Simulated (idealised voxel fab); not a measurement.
Title: Process Module voxel lift off
This is section cut - it's 185 nm across, gridded in 5 nm square cells.
If you're reading a cross-section in this doc, picture square cells in a grid; it comes to you as bands, top ones listed first down to the bottom, and a band can be one or more rows of cells.
Top height, bottom height, nm. Materials left to right, width each, nm. Single material + "edge to edge" = fills band edge to edge. "empty" = empty.
Where do heights start? At 0: under that level the wafer as delivered is made of one material only. And the lowest band has no floor; it just carries on downward, as in "top 0, no bottom".
Note: "30 to 40" means the width goes from the first number (top row of the band) to the second number (bottom row) in equal steps per row of cells.
Take "stayed the same" at face value: in the step it is given for, the cross-section changed in none of its cells.
So "Completely enclosed voids" is basically the list of trapped voids: any empty space of 8 cells or more that can't reach the top through an opening. They're written width x height at distance, the distance being from the left edge, and it's all nm.
Note: text after step settings on the step line = simulator remark on that step.
Steps that use a mask can have "overlay nm" on their line. It says how far the mask sat to the right of where it was meant to be. Negative means to the left.
### Set out below are the planned steps of the process
1. RECEIVE with material Si
2. CONFORMAL_DEP with material SiN, thk nm 5
3. PATTERN with tone open, mask id LINES, material resist, width nm 20, pitch nm 40, thk nm 20, overlay nm 0
4. DIRECTIONAL_DEP with material Ru, thk nm 5
5. STRIP with etch materials resist
6. CONFORMAL_DEP with material SiN, thk nm 10
Quick note for whoever runs this: the wafers start identical, but the thk nm at step 2 isn't the same across them. The plan just shows what the first wafer had.
### Cross-section of the first of several wafers on receipt, reflecting completion of step 1
    top 0, no bottom: Si edge to edge
    Completely enclosed voids: none
### Heads up, this table goes wafer by wafer. A row tells you, at the end of the module, how many cells of each material that wafer has put on (+) or dropped (-) since it was received, and then its closed voids
thk nm 5, +8 Ru, +119 SiN, Completely enclosed voids: none
thk nm 10, +8 Ru, +156 SiN, Completely enclosed voids: none
thk nm 15, +8 Ru, +193 SiN, Completely enclosed voids: none
thk nm 20, +8 Ru, +230 SiN, Completely enclosed voids: none
thk nm 25, +8 Ru, +267 SiN, Completely enclosed voids: none
